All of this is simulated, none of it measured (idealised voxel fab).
process module | voxel ribs on slabs
cross-section cut | 290 nm wide | cells 5 nm
A cross-section is a grid of square cells, given in bands from the top down. A band is one or more rows of cells.
Each band's line starts with the height of the band's top and of its bottom, in nm. Then come its materials from left to right, each with its width in nm. One material with "throughout" fills the band from edge to edge. "air" is empty space.
Height 0 is the level under which the wafer as received is all one material. The lowest band goes on downwards, as in "0 down".
A width such as "30 to 40" changes by the same amount from each row of cells to the next, from the band's top row to its bottom row.
"no change" after a step means that no cell of the cross-section changed.
closed voids: empty space of 8 cells or more with no open way to the top, each as width x height at its distance from the left edge, in nm
after a step's settings: what the simulator itself notes on the step
overlay nm, on a step with a mask: how far to the right of its planned place the mask lay; to the left if negative
plan
1 op RECEIVE | material Si
2 op DIRECTIONAL_DEP | material SiO2 | thk nm 30
3 op DIRECTIONAL_DEP | material SiN | thk nm 15
4 op DIRECTIONAL_DEP | material aC | thk nm 15
5 op PATTERN | tone cover | mask id RIB | material resist | width nm 15 | thk nm 35 | overlay nm 0
6 op DIRECTIONAL_ETCH | etch materials aC | depth nm 15
7 op STRIP | etch materials resist
8 op DIRECTIONAL_ETCH | etch materials SiN | depth nm 10
9 op STRIP | etch materials aC
10 op DIRECTIONAL_DEP | material aC | thk nm 10
11 op PATTERN | tone cover | mask id SLAB | material resist | width nm 65 | thk nm 30 | overlay nm 0
12 op DIRECTIONAL_ETCH | etch materials aC | depth nm 10
13 op STRIP | etch materials resist
14 op DIRECTIONAL_ETCH | etch materials SiN | depth nm 5
15 op STRIP | etch materials aC
16 op FILL_DEP | material SiO2 | thk nm 25
17 op CMP | height nm 65
18 op DIRECTIONAL_DEP | material TiN | thk nm 10
19 op MASKED_ETCH | tone cover | mask id HEATER | width nm 25 | etch materials TiN | depth nm 10 | overlay nm 0
20 op CONFORMAL_DEP | material SiO2 | thk nm 5
as received, after step 1
  0 down: Si throughout
  closed voids: none
first wafer at the end, as planned
  80 to 75: air 125 | SiO2 35 | air 130
  75 to 70: air 125 | SiO2 5 | TiN 25 | SiO2 5 | air 130
  70 to 65: SiO2 130 | TiN 25 | SiO2 135
  65 to 45: SiO2 throughout
  45 to 35: SiO2 135 | SiN 15 | SiO2 140
  35 to 30: SiO2 110 | SiN 65 | SiO2 115
  30 to 0: SiO2 throughout
  0 down: Si throughout
  closed voids: none
second wafer at the end: like start, like plan, one mistake
  80 to 75: air 125 | SiO2 35 | air 130
  75 to 70: air 125 | SiO2 5 | TiN 25 | SiO2 5 | air 130
  70 to 65: SiO2 130 | TiN 25 | SiO2 135
  65 to 45: SiO2 throughout
  45 to 40: SiO2 110 | SiN 25 | SiO2 15 | SiN 25 | SiO2 115
  40 to 35: SiN 135 | SiO2 15 | SiN 140
  35 to 30: SiN throughout
  30 to 0: SiO2 throughout
  0 down: Si throughout
  closed voids: none
what went wrong: step 5 ran as: op PATTERN | tone open | mask id RIB | material resist | width nm 15 | thk nm 35 | overlay nm 0
at the end the second wafer has, in cells: 104 more of SiN | 104 fewer of SiO2
